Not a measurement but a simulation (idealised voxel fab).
The document below concerns the process module designated voxel plated lines.
Square cell edge 5 nm, section width 295 nm, ID cut.
Heads up, the way a cross-section reads in here is a grid of square cells, handed over as bands from the top down, with every band being one or more rows of cells. What a band's entry tells you: where the top is and where the bottom is, as heights in nm, and after that what lies inside, material by material from left to right, each with its width in nm. Empty space is written as the word "empty", and a single material marked with the word "edge to edge" occupies the band from edge to edge. Counting heights begins at 0, where everything beneath is, in the wafer as received, one material. The lowest band has no bottom; it goes on downwards, as "0..down" shows. Top row gets the first number, bottom row gets the second, and each row in between changes by the same step: that is how a band width like "30..40" works. The designation "left unchanged", where it is given for a processing step, indicates that no cell of the cross-section was altered in the course of that step. Entry "Tabulated closed voids" = empty spaces >= 8 cells with no open way to the top; each as width x height at distance, distance from left edge, all nm. Formally, on a step line, whatever follows the settings is a remark that the simulator itself makes on the step. You can add "overlay nm" to a step's line. For a step with a mask, it describes how far the mask lay to the right of its planned position, and a negative number describes a lay to the left.

The steps planned for the process are as follows:
1 RECEIVE (material Si)
2 CONFORMAL_DEP (material Al2O3; thk nm 10)
3 DIRECTIONAL_DEP (material TiN; thk nm 5)
4 PATTERN (tone open; mask id LINES; material resist; width nm 30; pitch nm 60; thk nm 20; overlay nm 0)
5 EPI (material Ru; thk nm 10)
6 STRIP (etch materials resist)
7 DIRECTIONAL_ETCH (etch materials TiN; depth nm 5)
8 CONFORMAL_DEP (material SiN; thk nm 10)

Account of the first of two wafers, which was processed as intended:

Shown in cross-section is the wafer as received, that is, as it stands after step 1:
    0..down | Si edge to edge
    Tabulated closed voids: none

You're looking at a cross-section of the wafer after step 2:
    10..0 | Al2O3 edge to edge
    Lower than 0, everything is as it was.

You're looking at a cross-section of the wafer after step 3:
    15..10 | TiN edge to edge
    Lower than 10, everything is as it was.

You're looking at a cross-section of the wafer after step 4:
    35..15 | resist 70 nm, empty 30 nm, resist 30 nm, empty 30 nm, resist 30 nm, empty 30 nm, resist 75 nm
    Lower than 15, everything is as it was.

You're looking at a cross-section of the wafer after step 5:
    35..25 | resist 70 nm, empty 30 nm, resist 30 nm, empty 30 nm, resist 30 nm, empty 30 nm, resist 75 nm
    25..15 | resist 70 nm, Ru 30 nm, resist 30 nm, Ru 30 nm, resist 30 nm, Ru 30 nm, resist 75 nm
    Lower than 15, everything is as it was.

You're looking at a cross-section of the wafer after step 6:
    25..15 | empty 70 nm, Ru 30 nm, empty 30 nm, Ru 30 nm, empty 30 nm, Ru 30 nm, empty 75 nm
    Lower than 15, everything is as it was.

You're looking at a cross-section of the wafer after step 7:
    25..15 | empty 70 nm, Ru 30 nm, empty 30 nm, Ru 30 nm, empty 30 nm, Ru 30 nm, empty 75 nm
    15..10 | empty 70 nm, TiN 30 nm, empty 30 nm, TiN 30 nm, empty 30 nm, TiN 30 nm, empty 75 nm
    Lower than 10, everything is as it was.

You're looking at a cross-section of the wafer after step 8:
    35..25 | empty 60 nm, SiN 50 nm, empty 10 nm, SiN 50 nm, empty 10 nm, SiN 50 nm, empty 65 nm
    25..20 | empty 60 nm, SiN 10 nm, Ru 30 nm, SiN 10 nm, empty 10 nm, SiN 10 nm, Ru 30 nm, SiN 10 nm, empty 10 nm, SiN 10 nm, Ru 30 nm, SiN 10 nm, empty 65 nm
    20..15 | SiN 70 nm, Ru 30 nm, SiN 30 nm, Ru 30 nm, SiN 30 nm, Ru 30 nm, SiN 75 nm
    15..10 | SiN 70 nm, TiN 30 nm, SiN 30 nm, TiN 30 nm, SiN 30 nm, TiN 30 nm, SiN 75 nm
    Lower than 10, everything is as it was.

Second wafer: same start and same plan as the first, one execution error; identical to the first through step 7:

Second wafer, section view, time point: scheduled end of step 8:
    35..20 | empty 60 nm, Ru 50 nm, empty 10 nm, Ru 50 nm, empty 10 nm, Ru 50 nm, empty 65 nm
    20..15 | Ru edge to edge
    15..10 | Ru 70 nm, TiN 30 nm, Ru 30 nm, TiN 30 nm, Ru 30 nm, TiN 30 nm, Ru 75 nm
    Lower than 10, everything is as it was.
Where did the run depart from the plan? step 8 changed vs plan, executed as CONFORMAL_DEP (material Ru; thk nm 10)
Final wafer comparison in cells, second versus first, more or fewer per material: 154 more of Ru, 154 fewer of SiN
